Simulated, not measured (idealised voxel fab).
Herein follows the process module entitled voxel ribs on slabs.
We display cut, a cross-section 155 nm in width whose square cells are each 5 nm.
Cross-section, as written here: a square-cell grid given band by band from the top down, where a band holds one or more rows of cells.
It is stipulated that each band's entry specify, in nanometres, the height of the top of the band and then that of its bottom, followed by the materials of the band in left-to-right sequence, each together with its width in nanometres. A single material marked by the word "full width" is understood to fill the band from edge to edge; the word "blank" is understood to denote empty space.
Heights are expressed relative to 0, this being the level below which the as-received wafer comprises one material exclusively. The lowest band is unbounded in the downward direction and is denoted as in "from 0 down".
Quick explanation for "30 to 40": the width changes in equal steps down the rows of cells, from the first number in the band's top row to the second number in its bottom row.
The designation "no alterations made", where it is given for a processing step, indicates that no cell of the cross-section was altered in the course of that step.
The entry "Fully enclosed voids" lists the empty spaces that cover at least 8 cells and have no open path to the top. Each is written as width x height at distance, where the distance is measured from the left edge and all three values are in nm.
Whatever follows a step's settings on its line is a remark the simulator itself makes about that step.
overlay nm: on a step with a mask, how far right of its planned place the mask lay; negative means left.
This section lists the process steps that were planned:
| 1 | RECEIVE with material Si |
| 2 | DIRECTIONAL_DEP with material SiO2, thk nm 20 |
| 3 | DIRECTIONAL_DEP with material polySi, thk nm 25 |
| 4 | PATTERN with tone cover, mask id RIB, material resist, width nm 25, thk nm 15, overlay nm 0 |
| 5 | DIRECTIONAL_ETCH with etch materials polySi, depth nm 5 |
| 6 | STRIP with etch materials resist |
| 7 | MASKED_ETCH with tone cover, mask id SLAB, width nm 85, etch materials polySi, depth nm 20, overlay nm 0 |
| 8 | FILL_DEP with material SiO2, thk nm 30 |
| 9 | CMP with height nm 65 |
| 10 | DIRECTIONAL_DEP with material TiN, thk nm 10 |
| 11 | DIRECTIONAL_DEP with material aC, thk nm 10 |
| 12 | PATTERN with tone cover, mask id HEATER, material resist, width nm 35, thk nm 30, overlay nm -15 |
| 13 | DIRECTIONAL_ETCH with etch materials aC, depth nm 10 |
| 14 | STRIP with etch materials resist |
| 15 | DIRECTIONAL_ETCH with etch materials TiN, depth nm 10 |
| 16 | STRIP with etch materials aC |
| 17 | CONFORMAL_DEP with material SiN, thk nm 10 |
Among the wafers covered here, the point of difference is the overlay nm at step 12; their starting state is shared, and the plan presents the value of the first wafer.
Cross-section, first of several wafers, as delivered after step 1:
	from 0 down: Si full width
	Fully enclosed voids: none
Shown in cross-section: the first of several wafers at the end of the module, after its last step, step 17:
	from 85 to 75: 35 nm blank, then 55 nm SiN, then 65 nm blank
	from 75 to 65: 45 nm SiN, then 35 nm TiN, then 75 nm SiN
	from 65 to 45: SiO2 full width
	from 45 to 40: 65 nm SiO2, then 25 nm polySi, then 65 nm SiO2
	from 40 to 20: 35 nm SiO2, then 85 nm polySi, then 35 nm SiO2
	from 20 to 0: SiO2 full width
	from 0 down: Si full width
	Fully enclosed voids: none
So this is the cross-section on the last wafer at the end of the module:
	from 85 to 75: 65 nm blank, then 55 nm SiN, then 35 nm blank
	from 75 to 65: 75 nm SiN, then 35 nm TiN, then 45 nm SiN
	from 65 to 45: SiO2 full width
	from 45 to 40: 65 nm SiO2, then 25 nm polySi, then 65 nm SiO2
	from 40 to 20: 35 nm SiO2, then 85 nm polySi, then 35 nm SiO2
	from 20 to 0: SiO2 full width
	from 0 down: Si full width
	Fully enclosed voids: none
Heads up, this table goes wafer by wafer. A row tells you, at the end of the module, how many cells of each material that wafer has put on (+) or dropped (-) since it was received, and then its closed voids:
overlay nm -15 | +70 SiN | +330 SiO2 | +14 TiN | +73 polySi | Fully enclosed voids: none
overlay nm -10 | +70 SiN | +330 SiO2 | +14 TiN | +73 polySi | Fully enclosed voids: none
overlay nm -5 | +70 SiN | +330 SiO2 | +14 TiN | +73 polySi | Fully enclosed voids: none
overlay nm 0 | +70 SiN | +330 SiO2 | +14 TiN | +73 polySi | Fully enclosed voids: none
overlay nm 5 | +70 SiN | +330 SiO2 | +14 TiN | +73 polySi | Fully enclosed voids: none
overlay nm 10 | +70 SiN | +330 SiO2 | +14 TiN | +73 polySi | Fully enclosed voids: none
overlay nm 15 | +70 SiN | +330 SiO2 | +14 TiN | +73 polySi | Fully enclosed voids: none
